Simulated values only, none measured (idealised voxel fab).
Presented below is a process module, voxel transistor to metal.
In the cross-section labelled cut, the width is 175 nm and each square cell is 5 nm.
Each cross-section below is a grid of square cells, stated as bands in top-down order, with one or more rows of cells making up each band. Look at the band entry: it leads with the top's height and the bottom's height in nm. Then it lists the materials left to right, with a width in nm for each. The word "all across" on a single material says that material fills the band edge to edge. The word "blank" is empty space. Height is counted from the level 0, under which the received wafer is composed throughout of one material. The lowest of the bands is not closed at the bottom but continues downward, in the notation "0..down". You'd read "30..40" like this: the band's top row of cells is as wide as the first number, its bottom row is as wide as the second, and going down, every row changes width by the same amount as the row before did. "no change occurred", as given for a step, is the statement that not any cell of the cross-section underwent a change during that step. You'll see "Encapsulated voids" listing empty spaces that have no way open to the top, as long as they're 8 cells or more; the notation is width x height at distance, where the distance is from the left edge, and all of it is in nm. The remark found on a step's line after its settings is issued by the simulator itself and pertains to that step. On any step carrying a mask, the "overlay nm" setting, if present on the step's line, tells how far right of its planned place the mask lay; negative values point to the left.
**Planned process steps**
step 1: RECEIVE [material Si]
step 2: OXIDIZE [depth nm 5]
step 3: CONFORMAL_DEP [material SiN] [thk nm 10]
step 4: MASKED_ETCH [tone cover] [mask id ACTIVE] [width nm 110] [etch materials SiN] [depth nm 10] [overlay nm 0]
step 5: MASKED_ETCH [tone cover] [mask id ACTIVE] [width nm 110] [etch materials SiO2] [depth nm 5] [overlay nm 0]
step 6: MASKED_ETCH [tone cover] [mask id ACTIVE] [width nm 110] [etch materials Si] [depth nm 25] [overlay nm 0]
step 7: OXIDIZE [depth nm 5]
step 8: FILL_DEP [material SiO2] [thk nm 5]
step 9: CMP [height nm 10]
step 10: SELECTIVE_ETCH [etch materials SiO2] [depth nm 5]
step 11: STRIP [etch materials SiN]
step 12: SELECTIVE_ETCH [etch materials SiO2] [depth nm 5]
step 13: OXIDIZE [depth nm 5]
step 14: DIRECTIONAL_DEP [material polySi] [thk nm 25]
step 15: DIRECTIONAL_DEP [material SiCN] [thk nm 15]
step 16: MASKED_ETCH [tone cover] [mask id GATE] [width nm 30] [etch materials SiCN] [depth nm 25] [overlay nm 0]
step 17: MASKED_ETCH [tone cover] [mask id GATE] [width nm 30] [etch materials polySi] [depth nm 35] [overlay nm 0]
step 18: CONFORMAL_DEP [material SiO2] [thk nm 5]
step 19: DIRECTIONAL_ETCH [etch materials SiO2] [depth nm 5]
step 20: CONFORMAL_DEP [material SiN] [thk nm 5]
step 21: DIRECTIONAL_ETCH [etch materials SiN] [depth nm 5]
step 22: DIRECTIONAL_ETCH [etch materials SiO2] [depth nm 5]
step 23: DIRECTIONAL_ETCH [etch materials Si] [depth nm 10]
step 24: EPI [material nSi] [thk nm 10]
step 25: FILL_DEP [material SiO2] [thk nm 10]
step 26: CMP [height nm 20]
step 27: STRIP [etch materials polySi]
step 28: SELECTIVE_ETCH [etch materials SiO2] [depth nm 5]
step 29: CONFORMAL_DEP [material HfO2] [thk nm 5]
step 30: CONFORMAL_DEP [material TiN] [thk nm 5]
step 31: FILL_DEP [material W] [thk nm 10]
step 32: CMP [height nm 15]
step 33: DIRECTIONAL_DEP [material SiO2] [thk nm 10]
step 34: DIRECTIONAL_DEP [material aC] [thk nm 15]
step 35: PATTERN [tone open] [mask id CONTACT] [material resist] [width nm 15] [pitch nm 75] [thk nm 35] [overlay nm 0]
step 36: DIRECTIONAL_ETCH [etch materials aC] [depth nm 15]
step 37: STRIP [etch materials resist]
step 38: DIRECTIONAL_ETCH [etch materials SiO2] [depth nm 35]
step 39: STRIP [etch materials aC]
step 40: CONFORMAL_DEP [material TiN] [thk nm 5]
step 41: FILL_DEP [material Ru] [thk nm 5]
step 42: CMP [height nm 25]
step 43: DIRECTIONAL_DEP [material TiN] [thk nm 5]
step 44: DIRECTIONAL_DEP [material W] [thk nm 25]
step 45: DIRECTIONAL_DEP [material aC] [thk nm 10]
step 46: PATTERN [tone cover] [mask id METAL_1] [material resist] [width nm 15] [pitch nm 75] [thk nm 25] [overlay nm 0]
step 47: DIRECTIONAL_ETCH [etch materials aC] [depth nm 10]
step 48: STRIP [etch materials resist]
step 49: DIRECTIONAL_ETCH [etch materials W] [depth nm 25]
step 50: DIRECTIONAL_ETCH [etch materials TiN] [depth nm 5]
step 51: STRIP [etch materials aC]
step 52: CONFORMAL_DEP [material SiCN] [thk nm 5]
step 53: FILL_DEP [material lowk] [thk nm 5]
step 54: CMP [height nm 55]
step 55: CONFORMAL_DEP [material SiCN] [thk nm 5]
**As received (post step 1): cross-section**
    0..down | Si all across
    Encapsulated voids: none
**Module complete - cross-section of the first of two wafers, run according to plan**
    60..55 | SiCN all across
    55..30 | lowk 35 / SiCN 5 / W 15 / SiCN 5 / lowk 50 / SiCN 5 / W 15 / SiCN 5 / lowk 40
    30..25 | SiCN 40 / TiN 15 / SiCN 60 / TiN 15 / SiCN 45
    25..15 | SiO2 40 / TiN 5 / Ru 5 / TiN 5 / SiO2 60 / TiN 5 / Ru 5 / TiN 5 / SiO2 45
    15..5 | SiO2 40 / TiN 5 / Ru 5 / TiN 5 / SiO2 5 / SiN 5 / HfO2 5 / TiN 5 / W 20 / TiN 5 / HfO2 5 / SiN 5 / SiO2 5 / TiN 5 / Ru 5 / TiN 5 / SiO2 45
    5..0 | SiO2 40 / TiN 15 / SiO2 5 / SiN 5 / HfO2 5 / TiN 5 / W 20 / TiN 5 / HfO2 5 / SiN 5 / SiO2 5 / TiN 15 / SiO2 45
    0..-5 | SiO2 30 / SiN 5 / SiO2 5 / TiN 10 / nSi 10 / SiN 5 / HfO2 5 / TiN 30 / HfO2 5 / SiN 5 / nSi 10 / TiN 10 / SiO2 5 / SiN 5 / SiO2 35
    -5..-10 | SiO2 40 / TiN 10 / nSi 10 / SiO2 5 / HfO2 40 / SiO2 5 / nSi 10 / TiN 10 / SiO2 45
    -10..-20 | SiO2 35 / nSi 25 / Si 50 / nSi 25 / SiO2 40
    -20..-35 | SiO2 35 / Si 100 / SiO2 40
    -35..down | Si all across
    Encapsulated voids: none
**This cross-section belongs to the second wafer of two at the end of the module; the start and the plan were shared with the first, and the run included one mistake**
    60..55 | SiCN all across
    55..30 | lowk 35 / SiCN 5 / W 15 / SiCN 5 / lowk 50 / SiCN 5 / W 15 / SiCN 5 / lowk 40
    30..25 | SiCN 40 / TiN 15 / SiCN 60 / TiN 15 / SiCN 45
    25..15 | SiO2 40 / TiN 5 / W 5 / TiN 5 / SiO2 60 / TiN 5 / W 5 / TiN 5 / SiO2 45
    15..5 | SiO2 40 / TiN 5 / W 5 / TiN 5 / SiO2 5 / SiN 5 / HfO2 5 / TiN 5 / W 20 / TiN 5 / HfO2 5 / SiN 5 / SiO2 5 / TiN 5 / W 5 / TiN 5 / SiO2 45
    5..0 | SiO2 40 / TiN 15 / SiO2 5 / SiN 5 / HfO2 5 / TiN 5 / W 20 / TiN 5 / HfO2 5 / SiN 5 / SiO2 5 / TiN 15 / SiO2 45
    0..-5 | SiO2 30 / SiN 5 / SiO2 5 / TiN 10 / nSi 10 / SiN 5 / HfO2 5 / TiN 30 / HfO2 5 / SiN 5 / nSi 10 / TiN 10 / SiO2 5 / SiN 5 / SiO2 35
    -5..-10 | SiO2 40 / TiN 10 / nSi 10 / SiO2 5 / HfO2 40 / SiO2 5 / nSi 10 / TiN 10 / SiO2 45
    -10..-20 | SiO2 35 / nSi 25 / Si 50 / nSi 25 / SiO2 40
    -20..-35 | SiO2 35 / Si 100 / SiO2 40
    -35..down | Si all across
    Encapsulated voids: none
Diagnosis: step 41 was not run as planned; what actually ran was FILL_DEP [material W] [thk nm 5]
It is noted that, at the conclusion of processing, the second wafer exhibits a higher or lower cell count for certain materials relative to the first: -8 Ru; +8 W
